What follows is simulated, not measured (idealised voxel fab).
The process module presented herein is designated voxel transistor to metal.
Pictured: cross-section cut, 300 nm wide, on a grid of 5 nm square cells.
The cross-sections in this document take the form of a grid made of square cells. They are written out as bands, in order from top to bottom. Each band consists of one or more rows of cells. This entry defines a band. It first specifies the height of the band's top and the height of its bottom in nm, and then specifies the band's materials from left to right, stating each material with its width in nm. The word "everywhere" identifies a single material that fills the band from edge to edge, while the word "air" identifies empty space. The level at which height equals 0 is the one under which the wafer, as it arrives, is entirely one material. No lower edge exists for the bottom band, which continues downward and is notated as in "0 nm and below". Width "30..40": first value at the band's top row of cells, second value at its bottom row, equal change from row to row. Step note "same as before" = no cross-section cell changed. Internal closed voids: empty space of 8 cells or more with no open way to the top, each as width x height at its distance from the left edge, in nm. That trailing text on a step's line, after the settings, is the simulator's own remark on the step. overlay nm: on a step with a mask, how far right of its planned place the mask lay; negative means left. For the reader: what remains of this document is a series of pairs, each showing a cross-section before one process step and a cross-section after that step which reaches down only to the lowest band that changed, with the step between them and its settings set out under the pair. It should not be assumed that a pair continues from the pair above it; the pairs can come from different runs of this module on the same starting wafer, and such continuity exists only where the entry headed "Incoming structure" says so.

Incoming structure
* 30 nm to 25 nm | 30 air | 40 pSi | 5 SiN | 25 air | 5 SiN | 40 pSi | 10 air | 40 pSi | 5 SiN | 25 air | 5 SiN | 40 pSi | 30 air
* 25 nm to 20 nm | 30 SiO2 | 40 pSi | 5 SiN | 25 air | 5 SiN | 40 pSi | 10 SiO2 | 40 pSi | 5 SiN | 25 air | 5 SiN | 40 pSi | 30 SiO2
* 20 nm to 5 nm | 20 SiO2 | 50 pSi | 5 SiN | 25 air | 5 SiN | 90 pSi | 5 SiN | 25 air | 5 SiN | 50 pSi | 20 SiO2
* 5 nm to 0 nm | 20 SiO2 | 10 pSi | 5 SiN | 35 pSi | 5 SiN | 25 air | 5 SiN | 35 pSi | 5 SiN | 10 pSi | 5 SiN | 35 pSi | 5 SiN | 25 air | 5 SiN | 35 pSi | 5 SiN | 10 pSi | 20 SiO2
* 0 nm to -5 nm | 35 SiO2 | 35 pSi | 35 air | 35 pSi | 20 SiO2 | 35 pSi | 35 air | 35 pSi | 35 SiO2
* -5 nm to -20 nm | 40 SiO2 | 30 pSi | 35 Si | 30 pSi | 30 SiO2 | 30 pSi | 35 Si | 30 pSi | 40 SiO2
* -20 nm to -35 nm | 40 SiO2 | 95 Si | 30 SiO2 | 95 Si | 40 SiO2
* -35 nm and below | Si everywhere
* Internal closed voids: none

after
* 35 nm to 30 nm | 25 air | 55 HfO2 | 15 air | 110 HfO2 | 15 air | 55 HfO2 | 25 air
* 30 nm to 25 nm | 30 HfO2 | 40 pSi | 5 SiN | 5 HfO2 | 15 air | 5 HfO2 | 5 SiN | 40 pSi | 10 HfO2 | 40 pSi | 5 SiN | 5 HfO2 | 15 air | 5 HfO2 | 5 SiN | 40 pSi | 30 HfO2
* 25 nm to 20 nm | 30 SiO2 | 40 pSi | 5 SiN | 5 HfO2 | 15 air | 5 HfO2 | 5 SiN | 40 pSi | 10 SiO2 | 40 pSi | 5 SiN | 5 HfO2 | 15 air | 5 HfO2 | 5 SiN | 40 pSi | 30 SiO2
* 20 nm to 5 nm | 20 SiO2 | 50 pSi | 5 SiN | 5 HfO2 | 15 air | 5 HfO2 | 5 SiN | 90 pSi | 5 SiN | 5 HfO2 | 15 air | 5 HfO2 | 5 SiN | 50 pSi | 20 SiO2
* 5 nm to 0 nm | 20 SiO2 | 10 pSi | 5 SiN | 35 pSi | 5 SiN | 5 HfO2 | 15 air | 5 HfO2 | 5 SiN | 35 pSi | 5 SiN | 10 pSi | 5 SiN | 35 pSi | 5 SiN | 5 HfO2 | 15 air | 5 HfO2 | 5 SiN | 35 pSi | 5 SiN | 10 pSi | 20 SiO2
* 0 nm to -5 nm | 35 SiO2 | 35 pSi | 35 HfO2 | 35 pSi | 20 SiO2 | 35 pSi | 35 HfO2 | 35 pSi | 35 SiO2
* No changes below -5.
* Internal closed voids: none
Process step (between the before and after cross-sections above): CONFORMAL_DEP with material HfO2, thk nm 5

Incoming structure: The initial state for this step is given by the after cross-section of the immediately preceding pair.

after
* 40 nm to 35 nm | 20 air | 65 TiN | 5 air | 120 TiN | 5 air | 65 TiN | 20 air
* 35 nm to 30 nm | 25 TiN | 55 HfO2 | 5 TiN | 5 air | 5 TiN | 110 HfO2 | 5 TiN | 5 air | 5 TiN | 55 HfO2 | 25 TiN
* 30 nm to 25 nm | 30 HfO2 | 40 pSi | 5 SiN | 5 HfO2 | 5 TiN | 5 air | 5 TiN | 5 HfO2 | 5 SiN | 40 pSi | 10 HfO2 | 40 pSi | 5 SiN | 5 HfO2 | 5 TiN | 5 air | 5 TiN | 5 HfO2 | 5 SiN | 40 pSi | 30 HfO2
* 25 nm to 20 nm | 30 SiO2 | 40 pSi | 5 SiN | 5 HfO2 | 5 TiN | 5 air | 5 TiN | 5 HfO2 | 5 SiN | 40 pSi | 10 SiO2 | 40 pSi | 5 SiN | 5 HfO2 | 5 TiN | 5 air | 5 TiN | 5 HfO2 | 5 SiN | 40 pSi | 30 SiO2
* 20 nm to 5 nm | 20 SiO2 | 50 pSi | 5 SiN | 5 HfO2 | 5 TiN | 5 air | 5 TiN | 5 HfO2 | 5 SiN | 90 pSi | 5 SiN | 5 HfO2 | 5 TiN | 5 air | 5 TiN | 5 HfO2 | 5 SiN | 50 pSi | 20 SiO2
* 5 nm to 0 nm | 20 SiO2 | 10 pSi | 5 SiN | 35 pSi | 5 SiN | 5 HfO2 | 15 TiN | 5 HfO2 | 5 SiN | 35 pSi | 5 SiN | 10 pSi | 5 SiN | 35 pSi | 5 SiN | 5 HfO2 | 15 TiN | 5 HfO2 | 5 SiN | 35 pSi | 5 SiN | 10 pSi | 20 SiO2
* No changes below 0.
* Internal closed voids: none
Process step (between the before and after cross-sections above): CONFORMAL_DEP with material TiN, thk nm 5

Incoming structure: The initial state for this step is given by the after cross-section of the immediately preceding pair.

after
* 45 nm to 40 nm | W everywhere
* 40 nm to 35 nm | 20 W | 65 TiN | 5 W | 120 TiN | 5 W | 65 TiN | 20 W
* 35 nm to 30 nm | 25 TiN | 55 HfO2 | 5 TiN | 5 W | 5 TiN | 110 HfO2 | 5 TiN | 5 W | 5 TiN | 55 HfO2 | 25 TiN
* 30 nm to 25 nm | 30 HfO2 | 40 pSi | 5 SiN | 5 HfO2 | 5 TiN | 5 W | 5 TiN | 5 HfO2 | 5 SiN | 40 pSi | 10 HfO2 | 40 pSi | 5 SiN | 5 HfO2 | 5 TiN | 5 W | 5 TiN | 5 HfO2 | 5 SiN | 40 pSi | 30 HfO2
* 25 nm to 20 nm | 30 SiO2 | 40 pSi | 5 SiN | 5 HfO2 | 5 TiN | 5 W | 5 TiN | 5 HfO2 | 5 SiN | 40 pSi | 10 SiO2 | 40 pSi | 5 SiN | 5 HfO2 | 5 TiN | 5 W | 5 TiN | 5 HfO2 | 5 SiN | 40 pSi | 30 SiO2
* 20 nm to 5 nm | 20 SiO2 | 50 pSi | 5 SiN | 5 HfO2 | 5 TiN | 5 W | 5 TiN | 5 HfO2 | 5 SiN | 90 pSi | 5 SiN | 5 HfO2 | 5 TiN | 5 W | 5 TiN | 5 HfO2 | 5 SiN | 50 pSi | 20 SiO2
* No changes below 5.
* Internal closed voids: none
Process step (between the before and after cross-sections above): FILL_DEP with material W, thk nm 5

Incoming structure: The initial state for this step is given by the after cross-section of the immediately preceding pair.

after
* 25 nm to 20 nm | 30 SiO2 | 40 pSi | 5 SiN | 5 HfO2 | 5 TiN | 5 W | 5 TiN | 5 HfO2 | 5 SiN | 40 pSi | 10 SiO2 | 40 pSi | 5 SiN | 5 HfO2 | 5 TiN | 5 W | 5 TiN | 5 HfO2 | 5 SiN | 40 pSi | 30 SiO2
* No changes below 20.
* Internal closed voids: none
Process step (between the before and after cross-sections above): CMP with height nm 25

Incoming structure: The initial state for this step is given by the after cross-section of the immediately preceding pair.

after
* 35 nm to 25 nm | SiO2 everywhere
* No changes below 25.
* Internal closed voids: none
Process step (between the before and after cross-sections above): DIRECTIONAL_DEP with material SiO2, thk nm 10

Incoming structure: The initial state for this step is given by the after cross-section of the immediately preceding pair.

after
* 45 nm to 35 nm | aC everywhere
* No changes below 35.
* Internal closed voids: none
Process step (between the before and after cross-sections above): DIRECTIONAL_DEP with material aC, thk nm 10

Incoming structure: The initial state for this step is given by the after cross-section of the immediately preceding pair.

after
* 70 nm to 45 nm | 40 resist | 20 air | 55 resist | 20 air | 30 resist | 20 air | 55 resist | 20 air | 40 resist
* No changes below 45.
* Internal closed voids: none
Process step (between the before and after cross-sections above): PATTERN with tone open, mask id CONTACT, material resist, width nm 20, thk nm 25, overlay nm 0

Incoming structure: The initial state for this step is given by the after cross-section of the immediately preceding pair.

after
* 60 nm to 45 nm | 40 resist | 20 air | 55 resist | 20 air | 30 resist | 20 air | 55 resist | 20 air | 40 resist
* 45 nm to 35 nm | 40 aC | 20 air | 55 aC | 20 air | 30 aC | 20 air | 55 aC | 20 air | 40 aC
* No changes below 35.
* Internal closed voids: none
Process step (between the before and after cross-sections above): DIRECTIONAL_ETCH with etch materials aC, depth nm 10

Incoming structure: The initial state for this step is given by the after cross-section of the immediately preceding pair.

after
* 45 nm to 35 nm | 40 aC | 20 air | 55 aC | 20 air | 30 aC | 20 air | 55 aC | 20 air | 40 aC
* No changes below 35.
* Internal closed voids: none
Process step (between the before and after cross-sections above): STRIP with etch materials resist

Incoming structure: The initial state for this step is given by the after cross-section of the immediately preceding pair.

after
* 45 nm to 35 nm | 40 aC | 20 air | 55 aC | 20 air | 30 aC | 20 air | 55 aC | 20 air | 40 aC
* 35 nm to 25 nm | 40 SiO2 | 20 air | 55 SiO2 | 20 air | 30 SiO2 | 20 air | 55 SiO2 | 20 air | 40 SiO2
* No changes below 25.
* Internal closed voids: none
Process step (between the before and after cross-sections above): DIRECTIONAL_ETCH with etch materials SiO2, depth nm 35

Incoming structure: The initial state for this step is given by the after cross-section of the immediately preceding pair.

after
* 35 nm to 25 nm | 40 SiO2 | 20 air | 55 SiO2 | 20 air | 30 SiO2 | 20 air | 55 SiO2 | 20 air | 40 SiO2
* No changes below 25.
* Internal closed voids: none
Process step (between the before and after cross-sections above): STRIP with etch materials aC

Incoming structure: The initial state for this step is given by the after cross-section of the immediately preceding pair.

after
* 40 nm to 35 nm | 45 TiN | 10 air | 65 TiN | 10 air | 40 TiN | 10 air | 65 TiN | 10 air | 45 TiN
* 35 nm to 30 nm | 40 SiO2 | 5 TiN | 10 air | 5 TiN | 55 SiO2 | 5 TiN | 10 air | 5 TiN | 30 SiO2 | 5 TiN | 10 air | 5 TiN | 55 SiO2 | 5 TiN | 10 air | 5 TiN | 40 SiO2
* 30 nm to 25 nm | 40 SiO2 | 20 TiN | 55 SiO2 | 20 TiN | 30 SiO2 | 20 TiN | 55 SiO2 | 20 TiN | 40 SiO2
* No changes below 25.
* Internal closed voids: none
Process step (between the before and after cross-sections above): CONFORMAL_DEP with material TiN, thk nm 5

Incoming structure: The initial state for this step is given by the after cross-section of the immediately preceding pair.

after
* 50 nm to 40 nm | Ru everywhere
* 40 nm to 35 nm | 45 TiN | 10 Ru | 65 TiN | 10 Ru | 40 TiN | 10 Ru | 65 TiN | 10 Ru | 45 TiN
* 35 nm to 30 nm | 40 SiO2 | 5 TiN | 10 Ru | 5 TiN | 55 SiO2 | 5 TiN | 10 Ru | 5 TiN | 30 SiO2 | 5 TiN | 10 Ru | 5 TiN | 55 SiO2 | 5 TiN | 10 Ru | 5 TiN | 40 SiO2
* No changes below 30.
* Internal closed voids: none
Process step (between the before and after cross-sections above): FILL_DEP with material Ru, thk nm 10

Incoming structure: The initial state for this step is given by the after cross-section of the immediately preceding pair.

after
* 35 nm to 30 nm | 40 SiO2 | 5 TiN | 10 Ru | 5 TiN | 55 SiO2 | 5 TiN | 10 Ru | 5 TiN | 30 SiO2 | 5 TiN | 10 Ru | 5 TiN | 55 SiO2 | 5 TiN | 10 Ru | 5 TiN | 40 SiO2
* No changes below 30.
* Internal closed voids: none
Process step (between the before and after cross-sections above): CMP with height nm 35

Incoming structure: The initial state for this step is given by the after cross-section of the immediately preceding pair.

after
* 40 nm to 35 nm | TiN everywhere
* No changes below 35.
* Internal closed voids: none
Process step (between the before and after cross-sections above): DIRECTIONAL_DEP with material TiN, thk nm 5

Incoming structure: The initial state for this step is given by the after cross-section of the immediately preceding pair.

after
* 55 nm to 40 nm | Ru everywhere
* No changes below 40.
* Internal closed voids: none
Process step (between the before and after cross-sections above): DIRECTIONAL_DEP with material Ru, thk nm 15

Incoming structure: The initial state for this step is given by the after cross-section of the immediately preceding pair.

after
* 55 nm to 40 nm | 40 air | 20 Ru | 55 air | 20 Ru | 30 air | 20 Ru | 55 air | 20 Ru | 40 air
* No changes below 40.
* Internal closed voids: none
Process step (between the before and after cross-sections above): MASKED_ETCH with tone cover, mask id METAL_1, width nm 20, etch materials Ru, depth nm 15, overlay nm 0

Incoming structure: The initial state for this step is given by the after cross-section of the immediately preceding pair.

after
* 55 nm to 40 nm | 40 air | 20 Ru | 55 air | 20 Ru | 30 air | 20 Ru | 55 air | 20 Ru | 40 air
* 40 nm to 35 nm | 40 air | 20 TiN | 55 air | 20 TiN | 30 air | 20 TiN | 55 air | 20 TiN | 40 air
* No changes below 35.
* Internal closed voids: none
Process step (between the before and after cross-sections above): MASKED_ETCH with tone cover, mask id METAL_1, width nm 20, etch materials TiN, depth nm 5, overlay nm 0

Incoming structure: The initial state for this step is given by the after cross-section of the immediately preceding pair.

after
* 60 nm to 55 nm | 35 air | 30 SiN | 45 air | 30 SiN | 20 air | 30 SiN | 45 air | 30 SiN | 35 air
* 55 nm to 40 nm | 35 air | 5 SiN | 20 Ru | 5 SiN | 45 air | 5 SiN | 20 Ru | 5 SiN | 20 air | 5 SiN | 20 Ru | 5 SiN | 45 air | 5 SiN | 20 Ru | 5 SiN | 35 air
* 40 nm to 35 nm | 40 SiN | 20 TiN | 55 SiN | 20 TiN | 30 SiN | 20 TiN | 55 SiN | 20 TiN | 40 SiN
* No changes below 35.
* Internal closed voids: none
Process step (between the before and after cross-sections above): CONFORMAL_DEP with material SiN, thk nm 5

Incoming structure: The initial state for this step is given by the after cross-section of the immediately preceding pair.

after
* 70 nm to 60 nm | SiO2 everywhere
* 60 nm to 55 nm | 35 SiO2 | 30 SiN | 45 SiO2 | 30 SiN | 20 SiO2 | 30 SiN | 45 SiO2 | 30 SiN | 35 SiO2
* 55 nm to 40 nm | 35 SiO2 | 5 SiN | 20 Ru | 5 SiN | 45 SiO2 | 5 SiN | 20 Ru | 5 SiN | 20 SiO2 | 5 SiN | 20 Ru | 5 SiN | 45 SiO2 | 5 SiN | 20 Ru | 5 SiN | 35 SiO2
* No changes below 40.
* Internal closed voids: none
Process step (between the before and after cross-sections above): FILL_DEP with material SiO2, thk nm 10

Incoming structure: The initial state for this step is given by the after cross-section of the immediately preceding pair.

after
* 55 nm to 40 nm | 35 SiO2 | 5 SiN | 20 Ru | 5 SiN | 45 SiO2 | 5 SiN | 20 Ru | 5 SiN | 20 SiO2 | 5 SiN | 20 Ru | 5 SiN | 45 SiO2 | 5 SiN | 20 Ru | 5 SiN | 35 SiO2
* No changes below 40.
* Internal closed voids: none
Process step (between the before and after cross-sections above): CMP with height nm 55

Incoming structure: The initial state for this step is given by the after cross-section of the immediately preceding pair.

after
* 60 nm to 55 nm | SiCN everywhere
* No changes below 55.
* Internal closed voids: none
Process step (between the before and after cross-sections above): CONFORMAL_DEP with material SiCN, thk nm 5

Incoming structure: The initial state for this step is given by the after cross-section of the immediately preceding pair.

after
* 90 nm to 60 nm | lowk everywhere
* No changes below 60.
* Internal closed voids: none
Process step (between the before and after cross-sections above): DIRECTIONAL_DEP with material lowk, thk nm 30

Incoming structure: The initial state for this step is given by the after cross-section of the immediately preceding pair.

after
* 100 nm to 90 nm | aC everywhere
* No changes below 90.
* Internal closed voids: none
Process step (between the before and after cross-sections above): DIRECTIONAL_DEP with material aC, thk nm 10

Incoming structure: The initial state for this step is given by the after cross-section of the immediately preceding pair.

after
* 130 nm to 100 nm | 40 resist | 15 air | 110 resist | 15 air | 120 resist
* No changes below 100.
* Internal closed voids: none
Process step (between the before and after cross-sections above): PATTERN with tone open, mask id METAL_2_HOLES, material resist, width nm 15, pitch nm 125, thk nm 30, overlay nm 0

Incoming structure: The initial state for this step is given by the after cross-section of the immediately preceding pair.

after
* 120 nm to 100 nm | 40 resist | 15 air | 110 resist | 15 air | 120 resist
* 100 nm to 90 nm | 40 aC | 15 air | 110 aC | 15 air | 120 aC
* No changes below 90.
* Internal closed voids: none
Process step (between the before and after cross-sections above): DIRECTIONAL_ETCH with etch materials aC, depth nm 10

Incoming structure: The initial state for this step is given by the after cross-section of the immediately preceding pair.

after
* 100 nm to 90 nm | 40 aC | 15 air | 110 aC | 15 air | 120 aC
* No changes below 90.
* Internal closed voids: none
Process step (between the before and after cross-sections above): STRIP with etch materials resist

Incoming structure: The initial state for this step is given by the after cross-section of the immediately preceding pair.

after
* 100 nm to 90 nm | 40 aC | 15 air | 110 aC | 15 air | 120 aC
* 90 nm to 60 nm | 40 lowk | 15 air | 110 lowk | 15 air | 120 lowk
* No changes below 60.
* Internal closed voids: none
Process step (between the before and after cross-sections above): DIRECTIONAL_ETCH with etch materials lowk, depth nm 30

Incoming structure: The initial state for this step is given by the after cross-section of the immediately preceding pair.

after
* 90 nm to 60 nm | 40 lowk | 15 air | 110 lowk | 15 air | 120 lowk
* No changes below 60.
* Internal closed voids: none
Process step (between the before and after cross-sections above): STRIP with etch materials aC

Incoming structure: The initial state for this step is given by the after cross-section of the immediately preceding pair.

after
* 110 nm to 90 nm | 40 resist | 20 air | 105 resist | 20 air | 115 resist
* No changes below 90.
* Internal closed voids: none
Process step (between the before and after cross-sections above): PATTERN with tone open, mask id METAL_2, material resist, width nm 20, pitch nm 125, thk nm 20, overlay nm 0

Incoming structure: The initial state for this step is given by the after cross-section of the immediately preceding pair.

after
* 110 nm to 90 nm | 40 resist | 20 air | 105 resist | 20 air | 115 resist
* 90 nm to 75 nm | 40 lowk | 20 air | 105 lowk | 20 air | 115 lowk
* No changes below 75.
* Internal closed voids: none
Process step (between the before and after cross-sections above): DIRECTIONAL_ETCH with etch materials lowk, depth nm 15

Incoming structure: The initial state for this step is given by the after cross-section of the immediately preceding pair.

after
* 110 nm to 90 nm | 40 resist | 20 air | 105 resist | 20 air | 115 resist
* 90 nm to 75 nm | 40 lowk | 20 air | 105 lowk | 20 air | 115 lowk
* 75 nm to 60 nm | 40 lowk | 15 air | 110 lowk | 15 air | 120 lowk
* 60 nm to 55 nm | 40 SiCN | 15 air | 110 SiCN | 15 air | 120 SiCN
* No changes below 55.
* Internal closed voids: none
Process step (between the before and after cross-sections above): DIRECTIONAL_ETCH with etch materials SiCN, depth nm 5

Incoming structure: The initial state for this step is given by the after cross-section of the immediately preceding pair.

after
* 90 nm to 75 nm | 40 lowk | 20 air | 105 lowk | 20 air | 115 lowk
* No changes below 75.
* Internal closed voids: none
Process step (between the before and after cross-sections above): STRIP with etch materials resist

Incoming structure: The initial state for this step is given by the after cross-section of the immediately preceding pair.

after
* 95 nm to 90 nm | 45 TiN | 10 air | 115 TiN | 10 air | 120 TiN
* 90 nm to 80 nm | 40 lowk | 5 TiN | 10 air | 5 TiN | 105 lowk | 5 TiN | 10 air | 5 TiN | 115 lowk
* 80 nm to 75 nm | 40 lowk | 5 TiN | 5 air | 10 TiN | 105 lowk | 5 TiN | 5 air | 10 TiN | 115 lowk
* 75 nm to 60 nm | 40 lowk | 5 TiN | 5 air | 5 TiN | 110 lowk | 5 TiN | 5 air | 5 TiN | 120 lowk
* 60 nm to 55 nm | 40 SiCN | 15 TiN | 110 SiCN | 15 TiN | 120 SiCN
* No changes below 55.
* Internal closed voids: none
Process step (between the before and after cross-sections above): CONFORMAL_DEP with material TiN, thk nm 5

Incoming structure: The initial state for this step is given by the after cross-section of the immediately preceding pair.

after
* 105 nm to 95 nm | Cu everywhere
* 95 nm to 90 nm | 45 TiN | 10 Cu | 115 TiN | 10 Cu | 120 TiN
* 90 nm to 80 nm | 40 lowk | 5 TiN | 10 Cu | 5 TiN | 105 lowk | 5 TiN | 10 Cu | 5 TiN | 115 lowk
* 80 nm to 75 nm | 40 lowk | 5 TiN | 5 Cu | 10 TiN | 105 lowk | 5 TiN | 5 Cu | 10 TiN | 115 lowk
* 75 nm to 60 nm | 40 lowk | 5 TiN | 5 Cu | 5 TiN | 110 lowk | 5 TiN | 5 Cu | 5 TiN | 120 lowk
* No changes below 60.
* Internal closed voids: none
Process step (between the before and after cross-sections above): FILL_DEP with material Cu, thk nm 10

Incoming structure: The initial state for this step is given by the after cross-section of the immediately preceding pair.

after
* 90 nm to 80 nm | 40 lowk | 5 TiN | 10 Cu | 5 TiN | 105 lowk | 5 TiN | 10 Cu | 5 TiN | 115 lowk
* No changes below 80.
* Internal closed voids: none
Process step (between the before and after cross-sections above): CMP with height nm 90

Incoming structure: The initial state for this step is given by the after cross-section of the immediately preceding pair.

after
* 95 nm to 90 nm | SiCN everywhere
* No changes below 90.
* Internal closed voids: none
Process step (between the before and after cross-sections above): CONFORMAL_DEP with material SiCN, thk nm 5

Incoming structure
* 20 nm to 5 nm | 35 SiO2 | 105 SiN | 20 SiO2 | 105 SiN | 35 SiO2
* 5 nm to 0 nm | SiO2 everywhere
* 0 nm to -35 nm | 40 SiO2 | 95 Si | 30 SiO2 | 95 Si | 40 SiO2
* -35 nm and below | Si everywhere
* Internal closed voids: none

after
* 20 nm to 5 nm | 35 SiO2 | 105 air | 20 SiO2 | 105 air | 35 SiO2
* No changes below 5.
* Internal closed voids: none
Process step (between the before and after cross-sections above): STRIP with etch materials SiN

Incoming structure: The initial state for this step is given by the after cross-section of the immediately preceding pair.

after
* 10 nm to 0 nm | 25 SiO2 | 250 air | 25 SiO2
* 0 nm to -5 nm | 25 SiO2 | 15 air | 95 Si | 30 air | 95 Si | 15 air | 25 SiO2
* No changes below -5.
* Internal closed voids: none
Process step (between the before and after cross-sections above): SELECTIVE_ETCH with etch materials SiO2, depth nm 10

Incoming structure: The initial state for this step is given by the after cross-section of the immediately preceding pair.

after
* 5 nm to 0 nm | 20 SiO2 | 260 air | 20 SiO2
* 0 nm to -10 nm | 20 SiO2 | 20 air | 95 Si | 30 air | 95 Si | 20 air | 20 SiO2
* No changes below -10.
* Internal closed voids: none
Process step (between the before and after cross-sections above): SELECTIVE_ETCH with etch materials SiO2, depth nm 5

Incoming structure: The initial state for this step is given by the after cross-section of the immediately preceding pair.

after
* 5 nm to 0 nm | 20 SiO2 | 260 air | 20 SiO2
* 0 nm to -5 nm | 20 SiO2 | 20 air | 95 SiO2 | 30 air | 95 SiO2 | 20 air | 20 SiO2
* -5 nm to -10 nm | 20 SiO2 | 20 air | 5 SiO2 | 85 Si | 5 SiO2 | 30 air | 5 SiO2 | 85 Si | 5 SiO2 | 20 air | 20 SiO2
* -10 nm to -15 nm | 45 SiO2 | 85 Si | 40 SiO2 | 85 Si | 45 SiO2
* No changes below -15.
* Internal closed voids: none
Process step (between the before and after cross-sections above): OXIDIZE with depth nm 5

Incoming structure: The initial state for this step is given by the after cross-section of the immediately preceding pair.

after
* 35 nm to 30 nm | 20 polySi | 260 air | 20 polySi
* 30 nm to 20 nm | 20 polySi | 20 air | 95 polySi | 30 air | 95 polySi | 20 air | 20 polySi
* 20 nm to 5 nm | polySi everywhere
* 5 nm to 0 nm | 20 SiO2 | 260 polySi | 20 SiO2
* 0 nm to -5 nm | 20 SiO2 | 20 polySi | 95 SiO2 | 30 polySi | 95 SiO2 | 20 polySi | 20 SiO2
* -5 nm to -10 nm | 20 SiO2 | 20 polySi | 5 SiO2 | 85 Si | 5 SiO2 | 30 polySi | 5 SiO2 | 85 Si | 5 SiO2 | 20 polySi | 20 SiO2
* No changes below -10.
* Internal closed voids: none
Process step (between the before and after cross-sections above): DIRECTIONAL_DEP with material polySi, thk nm 30

Incoming structure: The initial state for this step is given by the after cross-section of the immediately preceding pair.

after
* 50 nm to 45 nm | 20 SiCN | 260 air | 20 SiCN
* 45 nm to 35 nm | 20 SiCN | 20 air | 95 SiCN | 30 air | 95 SiCN | 20 air | 20 SiCN
* 35 nm to 30 nm | 20 polySi | 260 SiCN | 20 polySi
* 30 nm to 20 nm | 20 polySi | 20 SiCN | 95 polySi | 30 SiCN | 95 polySi | 20 SiCN | 20 polySi
* No changes below 20.
* Internal closed voids: none
Process step (between the before and after cross-sections above): DIRECTIONAL_DEP with material SiCN, thk nm 15

Incoming structure: The initial state for this step is given by the after cross-section of the immediately preceding pair.

after
* 60 nm to 55 nm | 20 aC | 260 air | 20 aC
* 55 nm to 50 nm | 20 aC | 20 air | 95 aC | 30 air | 95 aC | 20 air | 20 aC
* 50 nm to 45 nm | 20 SiCN | 20 air | 95 aC | 30 air | 95 aC | 20 air | 20 SiCN
* 45 nm to 35 nm | 20 SiCN | 20 aC | 95 SiCN | 30 aC | 95 SiCN | 20 aC | 20 SiCN
* No changes below 35.
* Internal closed voids: none
Process step (between the before and after cross-sections above): DIRECTIONAL_DEP with material aC, thk nm 10

Incoming structure: The initial state for this step is given by the after cross-section of the immediately preceding pair.

after
* 85 nm to 60 nm | 75 air | 25 resist | 100 air | 25 resist | 75 air
* 60 nm to 55 nm | 20 aC | 55 air | 25 resist | 100 air | 25 resist | 55 air | 20 aC
* No changes below 55.
* Internal closed voids: none
Process step (between the before and after cross-sections above): PATTERN with tone cover, mask id GATE, material resist, width nm 25, pitch nm 125, thk nm 25, overlay nm 0

Incoming structure: The initial state for this step is given by the after cross-section of the immediately preceding pair.

after
* 75 nm to 55 nm | 75 air | 25 resist | 100 air | 25 resist | 75 air
* 55 nm to 50 nm | 75 air | 25 aC | 100 air | 25 aC | 75 air
* 50 nm to 45 nm | 20 SiCN | 55 air | 25 aC | 100 air | 25 aC | 55 air | 20 SiCN
* 45 nm to 35 nm | 20 SiCN | 20 air | 95 SiCN | 30 air | 95 SiCN | 20 air | 20 SiCN
* No changes below 35.
* Internal closed voids: none
Process step (between the before and after cross-sections above): DIRECTIONAL_ETCH with etch materials aC, depth nm 10

Incoming structure: The initial state for this step is given by the after cross-section of the immediately preceding pair.

after
* 55 nm to 50 nm | 75 air | 25 aC | 100 air | 25 aC | 75 air
* No changes below 50.
* Internal closed voids: none
Process step (between the before and after cross-sections above): STRIP with etch materials resist

Incoming structure: The initial state for this step is given by the after cross-section of the immediately preceding pair.

after
* 55 nm to 45 nm | 75 air | 25 aC | 100 air | 25 aC | 75 air
* 45 nm to 35 nm | 75 air | 25 SiCN | 100 air | 25 SiCN | 75 air
* 35 nm to 30 nm | 20 polySi | 55 air | 25 SiCN | 100 air | 25 SiCN | 55 air | 20 polySi
* 30 nm to 20 nm | 20 polySi | 20 air | 95 polySi | 30 air | 95 polySi | 20 air | 20 polySi
* No changes below 20.
* Internal closed voids: none
Process step (between the before and after cross-sections above): DIRECTIONAL_ETCH with etch materials SiCN, depth nm 25

Incoming structure: The initial state for this step is given by the after cross-section of the immediately preceding pair.

after
* 55 nm to 45 nm | 75 air | 25 aC | 100 air | 25 aC | 75 air
* 45 nm to 30 nm | 75 air | 25 SiCN | 100 air | 25 SiCN | 75 air
* 30 nm to 5 nm | 75 air | 25 polySi | 100 air | 25 polySi | 75 air
* 5 nm to 0 nm | 20 SiO2 | 55 air | 25 polySi | 100 air | 25 polySi | 55 air | 20 SiO2
* 0 nm to -5 nm | 20 SiO2 | 20 air | 95 SiO2 | 30 air | 95 SiO2 | 20 air | 20 SiO2
* -5 nm to -10 nm | 20 SiO2 | 20 air | 5 SiO2 | 85 Si | 5 SiO2 | 30 air | 5 SiO2 | 85 Si | 5 SiO2 | 20 air | 20 SiO2
* No changes below -10.
* Internal closed voids: none
Process step (between the before and after cross-sections above): DIRECTIONAL_ETCH with etch materials polySi, depth nm 40

Incoming structure: The initial state for this step is given by the after cross-section of the immediately preceding pair.

after
* 45 nm to 30 nm | 75 air | 25 SiCN | 100 air | 25 SiCN | 75 air
* No changes below 30.
* Internal closed voids: none
Process step (between the before and after cross-sections above): STRIP with etch materials aC

Incoming structure: The initial state for this step is given by the after cross-section of the immediately preceding pair.

after
* 50 nm to 45 nm | 70 air | 35 SiN | 90 air | 35 SiN | 70 air
* 45 nm to 30 nm | 70 air | 5 SiN | 25 SiCN | 5 SiN | 90 air | 5 SiN | 25 SiCN | 5 SiN | 70 air
* 30 nm to 10 nm | 70 air | 5 SiN | 25 polySi | 5 SiN | 90 air | 5 SiN | 25 polySi | 5 SiN | 70 air
* 10 nm to 5 nm | 25 SiN | 45 air | 5 SiN | 25 polySi | 5 SiN | 90 air | 5 SiN | 25 polySi | 5 SiN | 45 air | 25 SiN
* 5 nm to 0 nm | 20 SiO2 | 5 SiN | 10 air | 40 SiN | 25 polySi | 40 SiN | 20 air | 40 SiN | 25 polySi | 40 SiN | 10 air | 5 SiN | 20 SiO2
* 0 nm to -5 nm | 20 SiO2 | 5 SiN | 10 air | 5 SiN | 95 SiO2 | 5 SiN | 20 air | 5 SiN | 95 SiO2 | 5 SiN | 10 air | 5 SiN | 20 SiO2
* -5 nm to -10 nm | 20 SiO2 | 20 SiN | 5 SiO2 | 85 Si | 5 SiO2 | 30 SiN | 5 SiO2 | 85 Si | 5 SiO2 | 20 SiN | 20 SiO2
* No changes below -10.
* Internal closed voids: none
Process step (between the before and after cross-sections above): CONFORMAL_DEP with material SiN, thk nm 5
